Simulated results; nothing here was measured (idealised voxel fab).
process module | voxel lift off
cross-section cut | 235 nm wide | cells 5 nm
A cross-section is a grid of square cells, given in bands from the top down. A band is one or more rows of cells.
Each band's line starts with the height of the band's top and of its bottom, in nm. Then come its materials from left to right, each with its width in nm. One material with "throughout" fills the band from edge to edge. "air" is empty space.
Height 0 is the level under which the wafer as received is all one material. The lowest band goes on downwards, as in "0 down".
A width such as "30 to 40" changes by the same amount from each row of cells to the next, from the band's top row to its bottom row.
"no change" after a step means that no cell of the cross-section changed.
closed voids: empty space of 8 cells or more with no open way to the top, each as width x height at its distance from the left edge, in nm
after a step's settings: what the simulator itself notes on the step
overlay nm, on a step with a mask: how far to the right of its planned place the mask lay; to the left if negative
plan
1 op RECEIVE | material Si
2 op CONFORMAL_DEP | material SiN | thk nm 10
3 op PATTERN | tone open | mask id LINES | material resist | width nm 25 | pitch nm 40 | thk nm 30 | overlay nm 0
4 op DIRECTIONAL_DEP | material Ru | thk nm 15
5 op STRIP | etch materials resist
6 op CONFORMAL_DEP | material SiCN | thk nm 10
as received, after step 1
  0 down: Si throughout
  closed voids: none
first wafer at the end, as planned
  35 to 25: air 75 | SiCN 85 | air 75
  25 to 20: air 75 | SiCN 10 | Ru 25 | SiCN 15 | Ru 25 | SiCN 10 | air 75
  20 to 10: SiCN 85 | Ru 25 | SiCN 15 | Ru 25 | SiCN 85
  10 to 0: SiN throughout
  0 down: Si throughout
  closed voids: none
second wafer at the end: like start, like plan, one mistake
  35 to 25: SiCN 95 | air 5 | SiCN 35 | air 5 | SiCN 95
  25 to 20: Ru 85 | SiCN 10 | air 5 | SiCN 10 | Ru 15 | SiCN 10 | air 5 | SiCN 10 | Ru 85
  20 to 10: Ru 85 | SiCN 25 | Ru 15 | SiCN 25 | Ru 85
  10 to 0: SiN throughout
  0 down: Si throughout
  closed voids: none
what went wrong: step 3 ran as: op PATTERN | tone cover | mask id LINES | material resist | width nm 25 | pitch nm 40 | thk nm 30 | overlay nm 0
at the end the second wafer has, in cells: 81 more of Ru | 3 more of SiCN
